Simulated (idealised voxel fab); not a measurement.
process module | voxel self aligned vias
cross-section cut | 280 nm wide | cells 5 nm
A cross-section is a grid of square cells, given in bands from the top down. A band is one or more rows of cells.
Each band's line starts with the height of the band's top and of its bottom, in nm. Then come its materials from left to right, each with its width in nm. One material with "throughout" fills the band from edge to edge. "air" is empty space.
Height 0 is the level under which the wafer as received is all one material. The lowest band goes on downwards, as in "0 down".
A width such as "30 to 40" changes by the same amount from each row of cells to the next, from the band's top row to its bottom row.
"no change" after a step means that no cell of the cross-section changed.
closed voids: empty space of 8 cells or more with no open way to the top, each as width x height at its distance from the left edge, in nm
after a step's settings: what the simulator itself notes on the step
overlay nm, on a step with a mask: how far to the right of its planned place the mask lay; to the left if negative
plan
1 op RECEIVE | material Si
2 op CONFORMAL_DEP | material SiO2 | thk nm 15
3 op CONFORMAL_DEP | material SiCN | thk nm 5
4 op DIRECTIONAL_DEP | material SiO2 | thk nm 20
5 op MASKED_ETCH | tone open | mask id LINES | width nm 20 | pitch nm 45 | etch materials SiO2 | depth nm 20 | overlay nm 0
6 op CONFORMAL_DEP | material TiN | thk nm 5
7 op FILL_DEP | material W | thk nm 5
8 op CMP | height nm 40
9 op SELECTIVE_ETCH | etch materials W Ru TiN | depth nm 5
10 op FILL_DEP | material SiN | thk nm 10
11 op CMP | height nm 40
12 op DIRECTIONAL_DEP | material SiO2 | thk nm 15
13 op DIRECTIONAL_DEP | material aC | thk nm 10
14 op PATTERN | tone open | mask id VIAS | material resist | width nm 30 | pitch nm 45 | thk nm 25 | overlay nm 0
15 op DIRECTIONAL_ETCH | etch materials aC | depth nm 10
16 op STRIP | etch materials resist
17 op DIRECTIONAL_ETCH | etch materials SiO2 | depth nm 15
18 op DIRECTIONAL_ETCH | etch materials SiN | depth nm 5
19 op STRIP | etch materials aC
20 op CONFORMAL_DEP | material TiN | thk nm 5
21 op FILL_DEP | material W | thk nm 5
22 op CMP | height nm 55
23 op CONFORMAL_DEP | material SiCN | thk nm 5
as received, after step 1
  0 down: Si throughout
  closed voids: none
a wafer at the end: this start, this plan, one mistake
  60 to 55: SiCN throughout
  55 to 45: SiO2 85 | TiN 5 | W 15 | TiN 5 | SiO2 20 | TiN 5 | W 15 | TiN 5 | SiO2 20 | TiN 5 | W 15 | TiN 5 | SiO2 80
  45 to 40: SiO2 85 | TiN 5 | W 10 | TiN 10 | SiO2 20 | TiN 5 | W 10 | TiN 10 | SiO2 20 | TiN 5 | W 10 | TiN 10 | SiO2 80
  40 to 35: SiO2 85 | TiN 20 | SiO2 25 | TiN 20 | SiO2 25 | TiN 20 | SiO2 85
  35 to 25: SiO2 85 | TiN 5 | W 10 | TiN 5 | SiO2 25 | TiN 5 | W 10 | TiN 5 | SiO2 25 | TiN 5 | W 10 | TiN 5 | SiO2 85
  25 to 20: SiO2 85 | TiN 20 | SiO2 25 | TiN 20 | SiO2 25 | TiN 20 | SiO2 85
  20 to 15: SiCN throughout
  15 to 0: SiO2 throughout
  0 down: Si throughout
  closed voids: none
what went wrong: step 14 ran as: op PATTERN | tone open | mask id VIAS | material resist | width nm 25 | pitch nm 45 | thk nm 25 | overlay nm 0
